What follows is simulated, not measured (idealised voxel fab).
The process module presented herein is designated voxel transistor to metal.
Pictured: cross-section cut, 150 nm wide, on a grid of 5 nm square cells.
Heads up, the way a cross-section reads in here is a grid of square cells, handed over as bands from the top down, with every band being one or more rows of cells. It is stipulated that each band's entry specify, in nanometres, the height of the top of the band and then that of its bottom, followed by the materials of the band in left-to-right sequence, each together with its width in nanometres. A single material marked by the word "edge to edge" is understood to fill the band from edge to edge; the word "air" is understood to denote empty space. Heights are measured from 0, the level below which the as-received wafer is all one material; the lowest band has no bottom and continues downward, written as in "z 0 and below". A width given as "30 to 40" starts at the first number in the band's top row and ends at the second number in its bottom row, shifting by an equal amount at every step from row to row. Key: "no change" - step with no changed cell in the cross-section. Any empty space of 8 cells or more lacking an open way to the top shows up in "Closed void listing" as width x height at distance, distance from the left edge, in nm. Whatever follows a step's settings on its line is a remark the simulator itself makes about that step. overlay nm: step with mask; distance mask lay right of planned place; negative value = left of planned place. Pairs ahead. Before: cross-section ahead of one process step. After: cross-section once the step is done, shown to the lowest changed band only. Under each pair: that step, with settings. Caution: pairs may come from different runs of this module on the same starting wafer; a pair follows the pair above only where its "Pre-step cross-section" entry says so.
-- Pre-step cross-section
- z 60 to 55: 30 TiN  20 air  45 TiN  20 air  35 TiN
- z 55 to 40: 25 SiO2  5 TiN  20 air  5 TiN  35 SiO2  5 TiN  20 air  5 TiN  30 SiO2
- z 40 to 30: 25 SiO2  5 TiN  20 air  5 TiN  10 SiN  15 SiCN  10 SiN  5 TiN  20 air  5 TiN  30 SiO2
- z 30 to 10: 25 SiO2  5 TiN  20 air  5 TiN  10 SiN  15 polySi  10 SiN  5 TiN  20 air  5 TiN  30 SiO2
- z 10 to 5: 25 SiO2  10 TiN  5 air  15 TiN  10 SiN  15 polySi  10 SiN  15 TiN  5 air  10 TiN  30 SiO2
- z 5 to 0: 20 SiO2  10 SiN  5 TiN  5 air  5 TiN  10 pSi  10 SiN  15 polySi  10 SiN  10 pSi  5 TiN  5 air  5 TiN  10 SiN  25 SiO2
- z 0 to -5: 30 SiO2  15 TiN  10 pSi  35 SiO2  10 pSi  15 TiN  35 SiO2
- z -5 to -15: 30 SiO2  25 pSi  35 Si  25 pSi  35 SiO2
- z -15 to -30: 30 SiO2  85 Si  35 SiO2
- z -30 and below: Si edge to edge
- Closed void listing: none
-- Step Result
- z 65 to 60: Ru edge to edge
- z 60 to 55: 30 TiN  20 Ru  45 TiN  20 Ru  35 TiN
- z 55 to 40: 25 SiO2  5 TiN  20 Ru  5 TiN  35 SiO2  5 TiN  20 Ru  5 TiN  30 SiO2
- z 40 to 30: 25 SiO2  5 TiN  20 Ru  5 TiN  10 SiN  15 SiCN  10 SiN  5 TiN  20 Ru  5 TiN  30 SiO2
- z 30 to 10: 25 SiO2  5 TiN  20 Ru  5 TiN  10 SiN  15 polySi  10 SiN  5 TiN  20 Ru  5 TiN  30 SiO2
- z 10 to 5: 25 SiO2  10 TiN  5 Ru  15 TiN  10 SiN  15 polySi  10 SiN  15 TiN  5 Ru  10 TiN  30 SiO2
- z 5 to 0: 20 SiO2  10 SiN  5 TiN  5 Ru  5 TiN  10 pSi  10 SiN  15 polySi  10 SiN  10 pSi  5 TiN  5 Ru  5 TiN  10 SiN  25 SiO2
- At heights below 0, the structure remains unaltered.
- Closed void listing: none
The step occurring between the two cross-sections depicted above is identified as FILL_DEP, material Ru, thk nm 5
Pre-step cross-section: per the after cross-section of the pair just above.
-- Step Result
- z 55 to 40: 25 SiO2  5 TiN  20 Ru  5 TiN  35 SiO2  5 TiN  20 Ru  5 TiN  30 SiO2
- At heights below 40, the structure remains unaltered.
- Closed void listing: none
The step occurring between the two cross-sections depicted above is identified as CMP, height nm 55
Pre-step cross-section: per the after cross-section of the pair just above.
-- Step Result
- z 60 to 55: SiCN edge to edge
- At heights below 55, the structure remains unaltered.
- Closed void listing: none
The step occurring between the two cross-sections depicted above is identified as CONFORMAL_DEP, material SiCN, thk nm 5
Pre-step cross-section: per the after cross-section of the pair just above.
-- Step Result
- z 80 to 60: SiO2 edge to edge
- At heights below 60, the structure remains unaltered.
- Closed void listing: none
The step occurring between the two cross-sections depicted above is identified as DIRECTIONAL_DEP, material SiO2, thk nm 20
Pre-step cross-section: per the after cross-section of the pair just above.
-- Step Result
- z 95 to 80: 30 resist  20 air  45 resist  20 air  35 resist
- At heights below 80, the structure remains unaltered.
- Closed void listing: none
The step occurring between the two cross-sections depicted above is identified as PATTERN, tone open, mask id METAL_1, material resist, width nm 20, pitch nm 65, thk nm 15, overlay nm 0
Pre-step cross-section: per the after cross-section of the pair just above.
-- Step Result
- z 95 to 80: 30 resist  20 air  45 resist  20 air  35 resist
- z 80 to 60: 30 SiO2  20 air  45 SiO2  20 air  35 SiO2
- At heights below 60, the structure remains unaltered.
- Closed void listing: none
The step occurring between the two cross-sections depicted above is identified as DIRECTIONAL_ETCH, etch materials SiO2, depth nm 20
Pre-step cross-section: per the after cross-section of the pair just above.
-- Step Result
- z 95 to 80: 30 resist  20 air  45 resist  20 air  35 resist
- z 80 to 60: 30 SiO2  20 air  45 SiO2  20 air  35 SiO2
- z 60 to 55: 30 SiCN  20 air  45 SiCN  20 air  35 SiCN
- At heights below 55, the structure remains unaltered.
- Closed void listing: none
The step occurring between the two cross-sections depicted above is identified as DIRECTIONAL_ETCH, etch materials SiCN, depth nm 5
Pre-step cross-section: per the after cross-section of the pair just above.
-- Step Result
- z 80 to 60: 30 SiO2  20 air  45 SiO2  20 air  35 SiO2
- At heights below 60, the structure remains unaltered.
- Closed void listing: none
The step occurring between the two cross-sections depicted above is identified as STRIP, etch materials resist
Pre-step cross-section: per the after cross-section of the pair just above.
-- Step Result
- z 85 to 80: 35 TiN  10 air  55 TiN  10 air  40 TiN
- z 80 to 60: 30 SiO2  5 TiN  10 air  5 TiN  45 SiO2  5 TiN  10 air  5 TiN  35 SiO2
- z 60 to 55: 30 SiCN  20 TiN  45 SiCN  20 TiN  35 SiCN
- At heights below 55, the structure remains unaltered.
- Closed void listing: none
The step occurring between the two cross-sections depicted above is identified as CONFORMAL_DEP, material TiN, thk nm 5
Pre-step cross-section: per the after cross-section of the pair just above.
-- Step Result
- z 90 to 85: Cu edge to edge
- z 85 to 80: 35 TiN  10 Cu  55 TiN  10 Cu  40 TiN
- z 80 to 60: 30 SiO2  5 TiN  10 Cu  5 TiN  45 SiO2  5 TiN  10 Cu  5 TiN  35 SiO2
- At heights below 60, the structure remains unaltered.
- Closed void listing: none
The step occurring between the two cross-sections depicted above is identified as FILL_DEP, material Cu, thk nm 5
Pre-step cross-section: per the after cross-section of the pair just above.
-- Step Result
- z 80 to 60: 30 SiO2  5 TiN  10 Cu  5 TiN  45 SiO2  5 TiN  10 Cu  5 TiN  35 SiO2
- At heights below 60, the structure remains unaltered.
- Closed void listing: none
The step occurring between the two cross-sections depicted above is identified as CMP, height nm 80
Pre-step cross-section: per the after cross-section of the pair just above.
-- Step Result
- z 85 to 80: SiN edge to edge
- At heights below 80, the structure remains unaltered.
- Closed void listing: none
The step occurring between the two cross-sections depicted above is identified as CONFORMAL_DEP, material SiN, thk nm 5
-- Pre-step cross-section
- z 55 to 40: SiO2 edge to edge
- z 40 to 30: 55 SiO2  10 SiN  15 SiCN  10 SiN  60 SiO2
- z 30 to 5: 55 SiO2  10 SiN  15 polySi  10 SiN  60 SiO2
- z 5 to 0: 20 SiO2  10 SiN  15 SiO2  10 pSi  10 SiN  15 polySi  10 SiN  10 pSi  15 SiO2  10 SiN  25 SiO2
- z 0 to -5: 45 SiO2  10 pSi  35 SiO2  10 pSi  50 SiO2
- z -5 to -15: 30 SiO2  25 pSi  35 Si  25 pSi  35 SiO2
- z -15 to -30: 30 SiO2  85 Si  35 SiO2
- z -30 and below: Si edge to edge
- Closed void listing: none
-- Step Result
- z 55 to 40: 35 SiO2  20 air  45 SiO2  20 air  30 SiO2
- z 40 to 30: 35 SiO2  20 air  10 SiN  15 SiCN  10 SiN  10 SiO2  20 air  30 SiO2
- z 30 to 5: 35 SiO2  20 air  10 SiN  15 polySi  10 SiN  10 SiO2  20 air  30 SiO2
- z 5 to 0: 20 SiO2  10 SiN  5 SiO2  10 air  10 pSi  10 SiN  15 polySi  10 SiN  10 pSi  15 air  10 SiN  25 SiO2
- z 0 to -5: 35 SiO2  10 air  10 pSi  35 SiO2  10 pSi  15 air  35 SiO2
- At heights below -5, the structure remains unaltered.
- Closed void listing: none
The step occurring between the two cross-sections depicted above is identified as MASKED_ETCH, tone open, mask id CONTACT, width nm 20, pitch nm 65, etch materials SiO2, depth nm 60, overlay nm 5
Pre-step cross-section: per the after cross-section of the pair just above.
-- Step Result
- z 60 to 55: 40 TiN  10 air  55 TiN  10 air  35 TiN
- z 55 to 40: 35 SiO2  5 TiN  10 air  5 TiN  45 SiO2  5 TiN  10 air  5 TiN  30 SiO2
- z 40 to 30: 35 SiO2  5 TiN  10 air  5 TiN  10 SiN  15 SiCN  10 SiN  10 SiO2  5 TiN  10 air  5 TiN  30 SiO2
- z 30 to 10: 35 SiO2  5 TiN  10 air  5 TiN  10 SiN  15 polySi  10 SiN  10 SiO2  5 TiN  10 air  5 TiN  30 SiO2
- z 10 to 5: 35 SiO2  20 TiN  10 SiN  15 polySi  10 SiN  10 SiO2  5 TiN  5 air  10 TiN  30 SiO2
- z 5 to 0: 20 SiO2  10 SiN  5 SiO2  10 TiN  10 pSi  10 SiN  15 polySi  10 SiN  10 pSi  5 TiN  5 air  5 TiN  10 SiN  25 SiO2
- z 0 to -5: 35 SiO2  10 TiN  10 pSi  35 SiO2  10 pSi  15 TiN  35 SiO2
- At heights below -5, the structure remains unaltered.
- Closed void listing: none
The step occurring between the two cross-sections depicted above is identified as CONFORMAL_DEP, material TiN, thk nm 5
Pre-step cross-section: per the after cross-section of the pair just above.
-- Step Result
- z 65 to 60: Ru edge to edge
- z 60 to 55: 40 TiN  10 Ru  55 TiN  10 Ru  35 TiN
- z 55 to 40: 35 SiO2  5 TiN  10 Ru  5 TiN  45 SiO2  5 TiN  10 Ru  5 TiN  30 SiO2
- z 40 to 30: 35 SiO2  5 TiN  10 Ru  5 TiN  10 SiN  15 SiCN  10 SiN  10 SiO2  5 TiN  10 Ru  5 TiN  30 SiO2
- z 30 to 10: 35 SiO2  5 TiN  10 Ru  5 TiN  10 SiN  15 polySi  10 SiN  10 SiO2  5 TiN  10 Ru  5 TiN  30 SiO2
- z 10 to 5: 35 SiO2  20 TiN  10 SiN  15 polySi  10 SiN  10 SiO2  5 TiN  5 Ru  10 TiN  30 SiO2
- z 5 to 0: 20 SiO2  10 SiN  5 SiO2  10 TiN  10 pSi  10 SiN  15 polySi  10 SiN  10 pSi  5 TiN  5 Ru  5 TiN  10 SiN  25 SiO2
- At heights below 0, the structure remains unaltered.
- Closed void listing: none
The step occurring between the two cross-sections depicted above is identified as FILL_DEP, material Ru, thk nm 5
Pre-step cross-section: per the after cross-section of the pair just above.
-- Step Result
- z 55 to 40: 35 SiO2  5 TiN  10 Ru  5 TiN  45 SiO2  5 TiN  10 Ru  5 TiN  30 SiO2
- At heights below 40, the structure remains unaltered.
- Closed void listing: none
The step occurring between the two cross-sections depicted above is identified as CMP, height nm 55
Pre-step cross-section: per the after cross-section of the pair just above.
-- Step Result
- z 60 to 55: SiCN edge to edge
- At heights below 55, the structure remains unaltered.
- Closed void listing: none
The step occurring between the two cross-sections depicted above is identified as CONFORMAL_DEP, material SiCN, thk nm 5
Pre-step cross-section: per the after cross-section of the pair just above.
-- Step Result
- z 80 to 60: SiO2 edge to edge
- At heights below 60, the structure remains unaltered.
- Closed void listing: none
The step occurring between the two cross-sections depicted above is identified as DIRECTIONAL_DEP, material SiO2, thk nm 20
Pre-step cross-section: per the after cross-section of the pair just above.
-- Step Result
- z 95 to 80: 30 resist  20 air  45 resist  20 air  35 resist
- At heights below 80, the structure remains unaltered.
- Closed void listing: none
The step occurring between the two cross-sections depicted above is identified as PATTERN, tone open, mask id METAL_1, material resist, width nm 20, pitch nm 65, thk nm 15, overlay nm 0
Pre-step cross-section: per the after cross-section of the pair just above.
-- Step Result
- z 95 to 80: 30 resist  20 air  45 resist  20 air  35 resist
- z 80 to 60: 30 SiO2  20 air  45 SiO2  20 air  35 SiO2
- At heights below 60, the structure remains unaltered.
- Closed void listing: none
The step occurring between the two cross-sections depicted above is identified as DIRECTIONAL_ETCH, etch materials SiO2, depth nm 20
Pre-step cross-section: per the after cross-section of the pair just above.
-- Step Result
- z 95 to 80: 30 resist  20 air  45 resist  20 air  35 resist
- z 80 to 60: 30 SiO2  20 air  45 SiO2  20 air  35 SiO2
- z 60 to 55: 30 SiCN  20 air  45 SiCN  20 air  35 SiCN
- At heights below 55, the structure remains unaltered.
- Closed void listing: none
The step occurring between the two cross-sections depicted above is identified as DIRECTIONAL_ETCH, etch materials SiCN, depth nm 5
Pre-step cross-section: per the after cross-section of the pair just above.
-- Step Result
- z 80 to 60: 30 SiO2  20 air  45 SiO2  20 air  35 SiO2
- At heights below 60, the structure remains unaltered.
- Closed void listing: none
The step occurring between the two cross-sections depicted above is identified as STRIP, etch materials resist
Pre-step cross-section: per the after cross-section of the pair just above.
-- Step Result
- z 85 to 80: 35 TiN  10 air  55 TiN  10 air  40 TiN
- z 80 to 60: 30 SiO2  5 TiN  10 air  5 TiN  45 SiO2  5 TiN  10 air  5 TiN  35 SiO2
- z 60 to 55: 30 SiCN  20 TiN  45 SiCN  20 TiN  35 SiCN
- At heights below 55, the structure remains unaltered.
- Closed void listing: none
The step occurring between the two cross-sections depicted above is identified as CONFORMAL_DEP, material TiN, thk nm 5
Pre-step cross-section: per the after cross-section of the pair just above.
-- Step Result
- z 90 to 85: Cu edge to edge
- z 85 to 80: 35 TiN  10 Cu  55 TiN  10 Cu  40 TiN
- z 80 to 60: 30 SiO2  5 TiN  10 Cu  5 TiN  45 SiO2  5 TiN  10 Cu  5 TiN  35 SiO2
- At heights below 60, the structure remains unaltered.
- Closed void listing: none
The step occurring between the two cross-sections depicted above is identified as FILL_DEP, material Cu, thk nm 5
Pre-step cross-section: per the after cross-section of the pair just above.
-- Step Result
- z 80 to 60: 30 SiO2  5 TiN  10 Cu  5 TiN  45 SiO2  5 TiN  10 Cu  5 TiN  35 SiO2
- At heights below 60, the structure remains unaltered.
- Closed void listing: none
The step occurring between the two cross-sections depicted above is identified as CMP, height nm 80
Pre-step cross-section: per the after cross-section of the pair just above.
-- Step Result
- z 85 to 80: SiN edge to edge
- At heights below 80, the structure remains unaltered.
- Closed void listing: none
The step occurring between the two cross-sections depicted above is identified as CONFORMAL_DEP, material SiN, thk nm 5
-- Pre-step cross-section
- z 40 to 30: 55 SiO2  10 SiN  15 SiCN  10 SiN  60 SiO2
- z 30 to 5: 55 SiO2  10 SiN  15 polySi  10 SiN  60 SiO2
- z 5 to 0: 20 SiO2  10 SiN  15 SiO2  10 pSi  10 SiN  15 polySi  10 SiN  10 pSi  15 SiO2  10 SiN  25 SiO2
- z 0 to -5: 45 SiO2  10 pSi  35 SiO2  10 pSi  50 SiO2
- z -5 to -15: 30 SiO2  25 pSi  35 Si  25 pSi  35 SiO2
- z -15 to -30: 30 SiO2  85 Si  35 SiO2
- z -30 and below: Si edge to edge
- Closed void listing: none
-- Step Result
- z 55 to 40: Cu edge to edge
- At heights below 40, the structure remains unaltered.
- Closed void listing: none
The step occurring between the two cross-sections depicted above is identified as DIRECTIONAL_DEP, material Cu, thk nm 15
Pre-step cross-section: per the after cross-section of the pair just above.
-- Step Result
- z 60 to 55: TiN edge to edge
- At heights below 55, the structure remains unaltered.
- Closed void listing: none
The step occurring between the two cross-sections depicted above is identified as CONFORMAL_DEP, material TiN, thk nm 5
Pre-step cross-section: per the after cross-section of the pair just above.
-- Step Result
- z 65 to 60: Ru edge to edge
- At heights below 60, the structure remains unaltered.
- Closed void listing: none
The step occurring between the two cross-sections depicted above is identified as FILL_DEP, material Ru, thk nm 5
Pre-step cross-section: per the after cross-section of the pair just above.
-- Step Result
- z 55 to 40: Cu edge to edge
- At heights below 40, the structure remains unaltered.
- Closed void listing: none
The step occurring between the two cross-sections depicted above is identified as CMP, height nm 55
Pre-step cross-section: per the after cross-section of the pair just above.
-- Step Result
- z 60 to 55: SiCN edge to edge
- At heights below 55, the structure remains unaltered.
- Closed void listing: none
The step occurring between the two cross-sections depicted above is identified as CONFORMAL_DEP, material SiCN, thk nm 5
Pre-step cross-section: per the after cross-section of the pair just above.
-- Step Result
- z 80 to 60: SiO2 edge to edge
- At heights below 60, the structure remains unaltered.
- Closed void listing: none
The step occurring between the two cross-sections depicted above is identified as DIRECTIONAL_DEP, material SiO2, thk nm 20
Pre-step cross-section: per the after cross-section of the pair just above.
-- Step Result
- z 95 to 80: 30 resist  20 air  45 resist  20 air  35 resist
- At heights below 80, the structure remains unaltered.
- Closed void listing: none
The step occurring between the two cross-sections depicted above is identified as PATTERN, tone open, mask id METAL_1, material resist, width nm 20, pitch nm 65, thk nm 15, overlay nm 0
Pre-step cross-section: per the after cross-section of the pair just above.
-- Step Result
- z 95 to 80: 30 resist  20 air  45 resist  20 air  35 resist
- z 80 to 60: 30 SiO2  20 air  45 SiO2  20 air  35 SiO2
- At heights below 60, the structure remains unaltered.
- Closed void listing: none
The step occurring between the two cross-sections depicted above is identified as DIRECTIONAL_ETCH, etch materials SiO2, depth nm 20
Pre-step cross-section: per the after cross-section of the pair just above.
-- Step Result
- z 95 to 80: 30 resist  20 air  45 resist  20 air  35 resist
- z 80 to 60: 30 SiO2  20 air  45 SiO2  20 air  35 SiO2
- z 60 to 55: 30 SiCN  20 air  45 SiCN  20 air  35 SiCN
- At heights below 55, the structure remains unaltered.
- Closed void listing: none
The step occurring between the two cross-sections depicted above is identified as DIRECTIONAL_ETCH, etch materials SiCN, depth nm 5
Pre-step cross-section: per the after cross-section of the pair just above.
-- Step Result
- z 80 to 60: 30 SiO2  20 air  45 SiO2  20 air  35 SiO2
- At heights below 60, the structure remains unaltered.
- Closed void listing: none
The step occurring between the two cross-sections depicted above is identified as STRIP, etch materials resist
Pre-step cross-section: per the after cross-section of the pair just above.
-- Step Result
- z 85 to 80: 35 TiN  10 air  55 TiN  10 air  40 TiN
- z 80 to 60: 30 SiO2  5 TiN  10 air  5 TiN  45 SiO2  5 TiN  10 air  5 TiN  35 SiO2
- z 60 to 55: 30 SiCN  20 TiN  45 SiCN  20 TiN  35 SiCN
- At heights below 55, the structure remains unaltered.
- Closed void listing: none
The step occurring between the two cross-sections depicted above is identified as CONFORMAL_DEP, material TiN, thk nm 5
Pre-step cross-section: per the after cross-section of the pair just above.
-- Step Result
- z 90 to 85: Cu edge to edge
- z 85 to 80: 35 TiN  10 Cu  55 TiN  10 Cu  40 TiN
- z 80 to 60: 30 SiO2  5 TiN  10 Cu  5 TiN  45 SiO2  5 TiN  10 Cu  5 TiN  35 SiO2
- At heights below 60, the structure remains unaltered.
- Closed void listing: none
The step occurring between the two cross-sections depicted above is identified as FILL_DEP, material Cu, thk nm 5
Pre-step cross-section: per the after cross-section of the pair just above.
-- Step Result
- z 80 to 60: 30 SiO2  5 TiN  10 Cu  5 TiN  45 SiO2  5 TiN  10 Cu  5 TiN  35 SiO2
- At heights below 60, the structure remains unaltered.
- Closed void listing: none
The step occurring between the two cross-sections depicted above is identified as CMP, height nm 80
Pre-step cross-section: per the after cross-section of the pair just above.
-- Step Result
- z 85 to 80: SiN edge to edge
- At heights below 80, the structure remains unaltered.
- Closed void listing: none
The step occurring between the two cross-sections depicted above is identified as CONFORMAL_DEP, material SiN, thk nm 5
-- Pre-step cross-section
- z 80 to 60: SiO2 edge to edge
- z 60 to 55: SiCN edge to edge
- z 55 to 40: 30 SiO2  5 TiN  10 Ru  5 TiN  45 SiO2  5 TiN  10 Ru  5 TiN  35 SiO2
- z 40 to 30: 30 SiO2  5 TiN  10 Ru  5 TiN  5 SiO2  10 SiN  15 SiCN  10 SiN  5 SiO2  5 TiN  10 Ru  5 TiN  35 SiO2
- z 30 to 10: 30 SiO2  5 TiN  10 Ru  5 TiN  5 SiO2  10 SiN  15 polySi  10 SiN  5 SiO2  5 TiN  10 Ru  5 TiN  35 SiO2
- z 10 to 5: 30 SiO2  5 TiN  5 Ru  10 TiN  5 SiO2  10 SiN  15 polySi  10 SiN  5 SiO2  10 TiN  5 Ru  5 TiN  35 SiO2
- z 5 to 0: 20 SiO2  10 SiN  5 TiN  5 Ru  5 TiN  10 pSi  10 SiN  15 polySi  10 SiN  10 pSi  5 TiN  5 Ru  5 TiN  10 SiN  25 SiO2
- z 0 to -5: 30 SiO2  15 TiN  10 pSi  35 SiO2  10 pSi  15 TiN  35 SiO2
- z -5 to -15: 30 SiO2  25 pSi  35 Si  25 pSi  35 SiO2
- z -15 to -30: 30 SiO2  85 Si  35 SiO2
- z -30 and below: Si edge to edge
- Closed void listing: none
-- Step Result
- z 95 to 80: 30 air  20 resist  45 air  20 resist  35 air
- At heights below 80, the structure remains unaltered.
- Closed void listing: none
The step occurring between the two cross-sections depicted above is identified as PATTERN, tone cover, mask id METAL_1, material resist, width nm 20, pitch nm 65, thk nm 15, overlay nm 0
Pre-step cross-section: per the after cross-section of the pair just above.
-- Step Result
- z 95 to 80: 30 air  20 resist  45 air  20 resist  35 air
- z 80 to 60: 30 air  20 SiO2  45 air  20 SiO2  35 air
- At heights below 60, the structure remains unaltered.
- Closed void listing: none
The step occurring between the two cross-sections depicted above is identified as DIRECTIONAL_ETCH, etch materials SiO2, depth nm 20
Pre-step cross-section: per the after cross-section of the pair just above.
-- Step Result
- z 95 to 80: 30 air  20 resist  45 air  20 resist  35 air
- z 80 to 60: 30 air  20 SiO2  45 air  20 SiO2  35 air
- z 60 to 55: 30 air  20 SiCN  45 air  20 SiCN  35 air
- At heights below 55, the structure remains unaltered.
- Closed void listing: none
The step occurring between the two cross-sections depicted above is identified as DIRECTIONAL_ETCH, etch materials SiCN, depth nm 5
Pre-step cross-section: per the after cross-section of the pair just above.
-- Step Result
- z 80 to 60: 30 air  20 SiO2  45 air  20 SiO2  35 air
- At heights below 60, the structure remains unaltered.
- Closed void listing: none
The step occurring between the two cross-sections depicted above is identified as STRIP, etch materials resist
Pre-step cross-section: per the after cross-section of the pair just above.
-- Step Result
- z 85 to 80: 25 air  30 TiN  35 air  30 TiN  30 air
- z 80 to 60: 25 air  5 TiN  20 SiO2  5 TiN  35 air  5 TiN  20 SiO2  5 TiN  30 air
- z 60 to 55: 30 TiN  20 SiCN  45 TiN  20 SiCN  35 TiN
- At heights below 55, the structure remains unaltered.
- Closed void listing: none
The step occurring between the two cross-sections depicted above is identified as CONFORMAL_DEP, material TiN, thk nm 5
Pre-step cross-section: per the after cross-section of the pair just above.
-- Step Result
- z 90 to 85: Cu edge to edge
- z 85 to 80: 25 Cu  30 TiN  35 Cu  30 TiN  30 Cu
- z 80 to 60: 25 Cu  5 TiN  20 SiO2  5 TiN  35 Cu  5 TiN  20 SiO2  5 TiN  30 Cu
- At heights below 60, the structure remains unaltered.
- Closed void listing: none
The step occurring between the two cross-sections depicted above is identified as FILL_DEP, material Cu, thk nm 5
Pre-step cross-section: per the after cross-section of the pair just above.
-- Step Result
- z 80 to 60: 25 Cu  5 TiN  20 SiO2  5 TiN  35 Cu  5 TiN  20 SiO2  5 TiN  30 Cu
- At heights below 60, the structure remains unaltered.
- Closed void listing: none
The step occurring between the two cross-sections depicted above is identified as CMP, height nm 80
Pre-step cross-section: per the after cross-section of the pair just above.
-- Step Result
- z 85 to 80: SiN edge to edge
- At heights below 80, the structure remains unaltered.
- Closed void listing: none
The step occurring between the two cross-sections depicted above is identified as CONFORMAL_DEP, material SiN, thk nm 5
